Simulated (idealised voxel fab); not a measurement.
A process module follows: voxel capacitor over wiring.
225 nm wide, 5 nm square cells: that's cross-section cut.
In this document a cross-section is written as a grid of square cells. It is given as a series of bands, listed from the top down, and a band is one or more rows of cells. Band entry format. Leading values: height of top, height of bottom, nm. Remainder: materials in left-to-right order, each with its width in nm. Special words: "everywhere" on a single material, which then fills the band edge to edge; "empty", empty space. For the purposes of this specification, 0 denotes the height below which the wafer in its as-received condition is composed wholly of one material, and the lowermost band, lacking a lower limit, extends downward without end, as expressed in "from 0 down". A width such as "30->40" changes by the same amount from each row of cells to the next, from the band's top row to its bottom row. Given "no change" for a step, no cell of the cross-section differs between before and after that step. Each empty space that has no open way to the top and spans at least 8 cells appears under "Trapped cavities" as width x height at distance, the distance counted from the left edge, all in nm. Note: text after step settings on the step line = simulator remark on that step. "overlay nm" denotes, for a step that has a mask, the displacement of the mask to the right of its planned place, with negative values corresponding to the left.

### Steps planned for the process
1,op RECEIVE | material Si
2,op CONFORMAL_DEP | material SiO2 | thk nm 10
3,op DIRECTIONAL_DEP | material TiN | thk nm 5
4,op DIRECTIONAL_DEP | material Ru | thk nm 15
5,op DIRECTIONAL_DEP | material aC | thk nm 10
6,op PATTERN | tone cover | mask id METAL_1 | material resist | width nm 30 | pitch nm 80 | thk nm 25 | overlay nm 0
7,op DIRECTIONAL_ETCH | etch materials aC | depth nm 10
8,op STRIP | etch materials resist
9,op DIRECTIONAL_ETCH | etch materials Ru | depth nm 15
10,op DIRECTIONAL_ETCH | etch materials TiN | depth nm 5
11,op STRIP | etch materials aC
12,op CONFORMAL_DEP | material SiCN | thk nm 5
13,op FILL_DEP | material lowk | thk nm 10
14,op CMP | height nm 30
15,op CONFORMAL_DEP | material SiCN | thk nm 5
16,op DIRECTIONAL_DEP | material SiO2 | thk nm 20
17,op MASKED_ETCH | tone open | mask id PLUG_1 | width nm 15 | etch materials SiO2 | depth nm 20 | overlay nm 0
18,op MASKED_ETCH | tone open | mask id PLUG_1 | width nm 15 | etch materials SiCN | depth nm 5 | overlay nm 0
19,op EPI | material Ru | thk nm 10
20,op EPI | material Ru | thk nm 10
21,op EPI | material Ru | thk nm 5
22,op DIRECTIONAL_DEP | material TiN | thk nm 10
23,op DIRECTIONAL_DEP | material Al2O3 | thk nm 5
24,op DIRECTIONAL_DEP | material TiN | thk nm 5
25,op DIRECTIONAL_DEP | material aC | thk nm 10
26,op PATTERN | tone cover | mask id UPPER_PLATE | material resist | width nm 55 | thk nm 30 | overlay nm 0
27,op DIRECTIONAL_ETCH | etch materials aC | depth nm 10
28,op STRIP | etch materials resist
29,op DIRECTIONAL_ETCH | etch materials TiN | depth nm 5
30,op DIRECTIONAL_ETCH | etch materials Al2O3 | depth nm 5
31,op STRIP | etch materials aC
32,op PATTERN | tone cover | mask id LOWER_PLATE | material resist | width nm 65 | thk nm 15 | overlay nm 0
33,op DIRECTIONAL_ETCH | etch materials TiN | depth nm 10
34,op STRIP | etch materials resist
35,op FILL_DEP | material SiO2 | thk nm 20
36,op CMP | height nm 90
37,op PATTERN | tone open | mask id PLUG_2 | material resist | width nm 15 | thk nm 20 | overlay nm 0
38,op DIRECTIONAL_ETCH | etch materials SiO2 | depth nm 15
39,op STRIP | etch materials resist
40,op CONFORMAL_DEP | material TiN | thk nm 5
41,op FILL_DEP | material Cu | thk nm 10
42,op CMP | height nm 90
43,op CONFORMAL_DEP | material SiCN | thk nm 5

### Cross-section: wafer on arrival = after step 1
    from 0 down | Si everywhere
    Trapped cavities: none

### Final cross-section, module run with one mistake (start and plan as above)
    from 95 to 90 | SiCN everywhere
    from 90 to 80 | SiO2 80, then TiN 5, then Cu 5, then TiN 5, then SiO2 130
    from 80 to 70 | SiO2 80->70, then TiN 15->55, then SiO2 130->100
    from 70 to 65 | SiO2 70, then Al2O3 55, then SiO2 100
    from 65 to 55 | SiO2 65, then TiN 65, then SiO2 95
    from 55 to 35 | SiO2 70, then Ru 15, then SiO2 140
    from 35 to 30 | SiCN 70, then Ru 15, then SiCN 140
    from 30 to 25 | SiCN 55, then TiN 30, then SiCN 50, then TiN 30, then SiCN 60
    from 25 to 10 | Ru everywhere
    from 10 to 0 | SiO2 everywhere
    from 0 down | Si everywhere
    Trapped cavities: none
Against the plan, the run slipped here: deviation from plan: step 4 and step 3 executed in one another's positions
